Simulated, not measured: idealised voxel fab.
voxel gate over fins: a process module
The width of the displayed cross-section, cut, is 235 nm; its cells are square, with a size of 5 nm.
The cross-sections in this document take the form of a grid made of square cells. They are written out as bands, in order from top to bottom. Each band consists of one or more rows of cells.
It is stipulated that each band's entry specify, in nanometres, the height of the top of the band and then that of its bottom, followed by the materials of the band in left-to-right sequence, each together with its width in nanometres. A single material marked by the word "everywhere" is understood to fill the band from edge to edge; the word "empty" is understood to denote empty space.
Convention: height 0 is the level below which the wafer, as received, is all one material. The lowest band does not terminate at the bottom but continues downward, represented as "z 0 and below".
It should be noted that a width expressed as "30..40" varies in equal increments from row to row of cells within the band, taking the value of the first number at the top row and that of the second number at the bottom row.
For the purposes of this document, the phrase "nothing different" attached to a step denotes that no cell within the cross-section was modified by that step.
Empty spaces counting at least 8 cells and having no open way to the top are listed in "Closed void listing". The notation width x height at distance is used for each, the distance being from the left edge and all three values in nm.
after a step's settings: what the simulator itself notes on the step
Regarding "overlay nm": on a step with a mask, it is the distance the mask lay to the right of its planned place; a negative value places it to the left.
# Process steps - plan
1: RECEIVE | material Si
2: CONFORMAL_DEP | material SiN | thk nm 5
3: MASKED_ETCH | tone cover | mask id FINS | width nm 15 | pitch nm 55 | etch materials SiN | depth nm 5 | overlay nm 0
4: MASKED_ETCH | tone cover | mask id FINS | width nm 15 | pitch nm 55 | etch materials Si | depth nm 40 | overlay nm 0
5: OXIDIZE | depth nm 5
6: FILL_DEP | material SiO2 | thk nm 5
7: CMP | height nm 5
8: MASKED_ETCH | tone open | mask id RAIL | width nm 15 | etch materials SiO2 | depth nm 40 | overlay nm 0
9: CONFORMAL_DEP | material TiN | thk nm 5
10: FILL_DEP | material W | thk nm 5
11: CMP | height nm 5
12: SELECTIVE_ETCH | etch materials W Ru TiN | depth nm 25
13: FILL_DEP | material SiO2 | thk nm 5
14: CMP | height nm 5
15: SELECTIVE_ETCH | etch materials SiO2 | depth nm 15
16: STRIP | etch materials SiN
17: CONFORMAL_DEP | material HfO2 | thk nm 5
18: CONFORMAL_DEP | material TiN | thk nm 5
19: CONFORMAL_DEP | material TiAl | thk nm 5
20: CONFORMAL_DEP | material TiN | thk nm 5
21: FILL_DEP | material W | thk nm 10
22: CMP | height nm 25
23: CONFORMAL_DEP | material SiN | thk nm 10
# Cross-section of the wafer as it came to us, i.e., already through step 1
	z 0 and below: Si everywhere
	Closed void listing: none
# first wafer at the end, as planned
	z 35 to 25: SiN everywhere
	z 25 to 20: W everywhere
	z 20 to 15: W 40, then TiN 45, then W 10, then TiN 45, then W 10, then TiN 45, then W 40
	z 15 to 10: W 40, then TiN 5, then TiAl 35, then TiN 5, then W 10, then TiN 5, then TiAl 35, then TiN 5, then W 10, then TiN 5, then TiAl 35, then TiN 5, then W 40
	z 10 to 5: TiN 45, then TiAl 5, then TiN 25, then TiAl 5, then TiN 20, then TiAl 5, then TiN 25, then TiAl 5, then TiN 20, then TiAl 5, then TiN 25, then TiAl 5, then TiN 45
	z 5 to 0: TiAl 50, then TiN 5, then HfO2 15, then TiN 5, then TiAl 30, then TiN 5, then HfO2 15, then TiN 5, then TiAl 30, then TiN 5, then HfO2 15, then TiN 5, then TiAl 50
	z 0 to -5: TiN 55, then HfO2 5, then Si 5, then HfO2 5, then TiN 40, then HfO2 5, then Si 5, then HfO2 5, then TiN 40, then HfO2 5, then Si 5, then HfO2 5, then TiN 55
	z -5 to -10: HfO2 60, then Si 5, then HfO2 50, then Si 5, then HfO2 50, then Si 5, then HfO2 60
	z -10 to -20: SiO2 60, then Si 5, then SiO2 50, then Si 5, then SiO2 50, then Si 5, then SiO2 60
	z -20 to -30: SiO2 60, then Si 5, then SiO2 15, then TiN 5, then W 5, then TiN 5, then SiO2 20, then Si 5, then SiO2 50, then Si 5, then SiO2 60
	z -30 to -35: SiO2 60, then Si 5, then SiO2 15, then TiN 15, then SiO2 20, then Si 5, then SiO2 50, then Si 5, then SiO2 60
	z -35 to -45: SiO2 60, then Si 5, then SiO2 50, then Si 5, then SiO2 50, then Si 5, then SiO2 60
	z -45 and below: Si everywhere
	Closed void listing: none
# End of module, second wafer, cross-section. Started like the first, planned like the first, run with one mistake
	z 35 to 25: SiN everywhere
	z 25 to 20: W everywhere
	z 20 to 15: W 40, then TiN 45, then W 10, then TiN 45, then W 10, then TiN 45, then W 40
	z 15 to 10: W 35, then TiN 10, then TiAl 35, then TiN 20, then TiAl 35, then TiN 20, then TiAl 35, then TiN 10, then W 35
	z 10 to 5: TiN 40, then TiAl 10, then TiN 25, then TiAl 10, then TiN 10, then TiAl 10, then TiN 25, then TiAl 10, then TiN 10, then TiAl 10, then TiN 25, then TiAl 10, then TiN 40
	z 5 to 0: TiAl 45, then TiN 10, then HfO2 15, then TiN 10, then TiAl 20, then TiN 10, then HfO2 15, then TiN 10, then TiAl 20, then TiN 10, then HfO2 15, then TiN 10, then TiAl 45
	z 0 to -5: TiN 50, then HfO2 10, then Si 5, then HfO2 10, then TiN 30, then HfO2 10, then Si 5, then HfO2 10, then TiN 30, then HfO2 10, then Si 5, then HfO2 10, then TiN 50
	z -5 to -10: HfO2 55, then Si 15, then HfO2 40, then Si 15, then HfO2 40, then Si 15, then HfO2 55
	z -10 to -20: SiO2 55, then Si 15, then SiO2 40, then Si 15, then SiO2 40, then Si 15, then SiO2 55
	z -20 to -30: SiO2 55, then Si 15, then SiO2 10, then TiN 5, then W 5, then TiN 5, then SiO2 15, then Si 15, then SiO2 40, then Si 15, then SiO2 55
	z -30 to -35: SiO2 55, then Si 15, then SiO2 10, then TiN 15, then SiO2 15, then Si 15, then SiO2 40, then Si 15, then SiO2 55
	z -35 to -45: SiO2 55, then Si 15, then SiO2 40, then Si 15, then SiO2 40, then Si 15, then SiO2 55
	z -45 and below: Si everywhere
	Closed void listing: none
Error vs. plan: so step 4 ended up running with a different setting than we planned, it ran as MASKED_ETCH | tone cover | mask id FINS | width nm 25 | pitch nm 55 | etch materials Si | depth nm 40 | overlay nm 0
End check, counted in cells, second wafer has more or fewer of these materials than the first: Si +48; SiO2 -42; W -6
